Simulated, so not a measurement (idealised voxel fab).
A process module follows: voxel gate over fins.
Displayed cross-section: cut, width of 255 nm, square cells sized 5 nm.
Cross-section format: a grid of square cells, given as bands from top to bottom; each band is one or more rows of cells. Look at the band entry: it leads with the top's height and the bottom's height in nm. Then it lists the materials left to right, with a width in nm for each. The word "all across" on a single material says that material fills the band edge to edge. The word "air" is empty space. Where do heights start? At 0: under that level the wafer as delivered is made of one material only. And the lowest band has no floor; it just carries on downward, as in "from 0 down". Think of "30 to 40" as a width that walks from the first number to the second as you go down the band, top row to bottom row, taking equal-sized steps from row to row. A step reported as "nothing changed" is a step in which no cell of the cross-section changed. Entry "Sealed voids". Content: empty spaces with no open connection to the top, size 8 cells or greater. Each: width x height at distance. Distance: from left edge. Unit: nm. It should be noted that, on the line of a given step, the content following the step's settings is a remark produced by the simulator itself with respect to that step. overlay nm: step with mask; distance mask lay right of planned place; negative value = left of planned place.
### Below is the list of planned process steps
1: RECEIVE,material Si
2: CONFORMAL_DEP,material SiN,thk nm 10
3: DIRECTIONAL_DEP,material aC,thk nm 10
4: PATTERN,tone cover,mask id FINS,material resist,width nm 15,pitch nm 50,thk nm 30,overlay nm 0
5: DIRECTIONAL_ETCH,etch materials aC,depth nm 10
6: STRIP,etch materials resist
7: DIRECTIONAL_ETCH,etch materials SiN,depth nm 10
8: DIRECTIONAL_ETCH,etch materials Si,depth nm 35
9: STRIP,etch materials aC
10: OXIDIZE,depth nm 5
11: FILL_DEP,material SiO2,thk nm 5
12: CMP,height nm 10
13: DIRECTIONAL_DEP,material aC,thk nm 15
14: PATTERN,tone open,mask id RAIL,material resist,width nm 15,thk nm 35,overlay nm 0
15: DIRECTIONAL_ETCH,etch materials aC,depth nm 15
16: STRIP,etch materials resist
17: DIRECTIONAL_ETCH,etch materials SiO2,depth nm 40
18: STRIP,etch materials aC
19: CONFORMAL_DEP,material TiN,thk nm 5
20: FILL_DEP,material Ru,thk nm 10
21: CMP,height nm 10
22: SELECTIVE_ETCH,etch materials W Ru TiN,depth nm 35
23: FILL_DEP,material SiO2,thk nm 5
24: CMP,height nm 10
25: SELECTIVE_ETCH,etch materials SiO2,depth nm 25
26: STRIP,etch materials SiN
27: CONFORMAL_DEP,material HfO2,thk nm 5
28: CONFORMAL_DEP,material TiN,thk nm 5
29: CONFORMAL_DEP,material TiAl,thk nm 5
30: CONFORMAL_DEP,material TiN,thk nm 5
31: FILL_DEP,material W,thk nm 10
32: CMP,height nm 25
33: CONFORMAL_DEP,material SiCN,thk nm 10
### Here's what the wafer looked like in cross-section when it arrived - that's after step 1
* from 0 down | Si all across
* Sealed voids: none
### As-planned run: cross-section of the first of two wafers at end of module
* from 35 to 25 | SiCN all across
* from 25 to 20 | W all across
* from 20 to 15 | W: 55 / TiN: 45 / W: 5 / TiN: 45 / W: 5 / TiN: 45 / W: 55
* from 15 to 10 | W: 55 / TiN: 5 / TiAl: 35 / TiN: 5 / W: 5 / TiN: 5 / TiAl: 35 / TiN: 5 / W: 5 / TiN: 5 / TiAl: 35 / TiN: 5 / W: 55
* from 10 to 5 | W: 55 / TiN: 5 / TiAl: 5 / TiN: 25 / TiAl: 5 / TiN: 5 / W: 5 / TiN: 5 / TiAl: 5 / TiN: 25 / TiAl: 5 / TiN: 5 / W: 5 / TiN: 5 / TiAl: 5 / TiN: 25 / TiAl: 5 / TiN: 5 / W: 55
* from 5 to 0 | TiN: 60 / TiAl: 5 / TiN: 5 / HfO2: 15 / TiN: 5 / TiAl: 5 / TiN: 15 / TiAl: 5 / TiN: 5 / HfO2: 15 / TiN: 5 / TiAl: 5 / TiN: 15 / TiAl: 5 / TiN: 5 / HfO2: 15 / TiN: 5 / TiAl: 5 / TiN: 60
* from 0 to -5 | TiAl: 65 / TiN: 5 / HfO2: 5 / Si: 5 / HfO2: 5 / TiN: 5 / TiAl: 25 / TiN: 5 / HfO2: 5 / Si: 5 / HfO2: 5 / TiN: 5 / TiAl: 25 / TiN: 5 / HfO2: 5 / Si: 5 / HfO2: 5 / TiN: 5 / TiAl: 65
* from -5 to -10 | TiN: 70 / HfO2: 5 / Si: 5 / HfO2: 5 / TiN: 35 / HfO2: 5 / Si: 5 / HfO2: 5 / TiN: 35 / HfO2: 5 / Si: 5 / HfO2: 5 / TiN: 70
* from -10 to -15 | HfO2: 75 / Si: 5 / HfO2: 45 / Si: 5 / HfO2: 45 / Si: 5 / HfO2: 75
* from -15 to -25 | SiO2: 75 / Si: 5 / SiO2: 45 / Si: 5 / SiO2: 45 / Si: 5 / SiO2: 75
* from -25 to -30 | SiO2: 75 / Si: 5 / SiO2: 15 / TiN: 15 / SiO2: 15 / Si: 5 / SiO2: 45 / Si: 5 / SiO2: 75
* from -30 to -40 | SiO2: 75 / Si: 5 / SiO2: 45 / Si: 5 / SiO2: 45 / Si: 5 / SiO2: 75
* from -40 down | Si all across
* Sealed voids: none
### Wafer two, end of module, cross-section. Same start, same plan as wafer one. One mistake in the run
* from 35 to 25 | SiCN all across
* from 25 to 20 | W all across
* from 20 to 15 | W: 55 / TiN: 45 / W: 5 / TiN: 45 / W: 5 / TiN: 45 / W: 55
* from 15 to 10 | W: 55 / TiN: 5 / TiAl: 35 / TiN: 5 / W: 5 / TiN: 5 / TiAl: 35 / TiN: 5 / W: 5 / TiN: 5 / TiAl: 35 / TiN: 5 / W: 55
* from 10 to 5 | W: 55 / TiN: 5 / TiAl: 5 / TiN: 25 / TiAl: 5 / TiN: 15 / TiAl: 5 / TiN: 25 / TiAl: 5 / TiN: 5 / W: 5 / TiN: 5 / TiAl: 5 / TiN: 25 / TiAl: 5 / TiN: 5 / W: 55
* from 5 to 0 | TiN: 60 / TiAl: 5 / TiN: 5 / HfO2: 15 / TiN: 5 / TiAl: 25 / TiN: 5 / HfO2: 15 / TiN: 5 / TiAl: 5 / TiN: 15 / TiAl: 5 / TiN: 5 / HfO2: 15 / TiN: 5 / TiAl: 5 / TiN: 60
* from 0 to -5 | TiAl: 65 / TiN: 5 / HfO2: 5 / Si: 5 / HfO2: 5 / TiN: 35 / HfO2: 5 / Si: 5 / HfO2: 5 / TiN: 5 / TiAl: 25 / TiN: 5 / HfO2: 5 / Si: 5 / HfO2: 5 / TiN: 5 / TiAl: 65
* from -5 to -10 | TiN: 70 / HfO2: 5 / Si: 5 / HfO2: 5 / TiN: 5 / HfO2: 25 / TiN: 5 / HfO2: 5 / Si: 5 / HfO2: 5 / TiN: 35 / HfO2: 5 / Si: 5 / HfO2: 5 / TiN: 70
* from -10 to -15 | HfO2: 75 / Si: 5 / HfO2: 15 / TiN: 5 / Ru: 5 / TiN: 5 / HfO2: 15 / Si: 5 / HfO2: 45 / Si: 5 / HfO2: 75
* from -15 to -25 | SiO2: 75 / Si: 5 / SiO2: 15 / TiN: 5 / Ru: 5 / TiN: 5 / SiO2: 15 / Si: 5 / SiO2: 45 / Si: 5 / SiO2: 75
* from -25 to -30 | SiO2: 75 / Si: 5 / SiO2: 15 / TiN: 15 / SiO2: 15 / Si: 5 / SiO2: 45 / Si: 5 / SiO2: 75
* from -30 to -40 | SiO2: 75 / Si: 5 / SiO2: 45 / Si: 5 / SiO2: 45 / Si: 5 / SiO2: 75
* from -40 down | Si all across
* Sealed voids: none
Misprocessing identified: step 21 of the plan was bypassed and not carried out
Per the end-of-run cell counts, the second wafer holds more or fewer of some materials than the first: HfO2: 2 more | Ru: 3 more | SiO2: 6 fewer | TiAl: 2 fewer | TiN: 4 more | W: 1 fewer
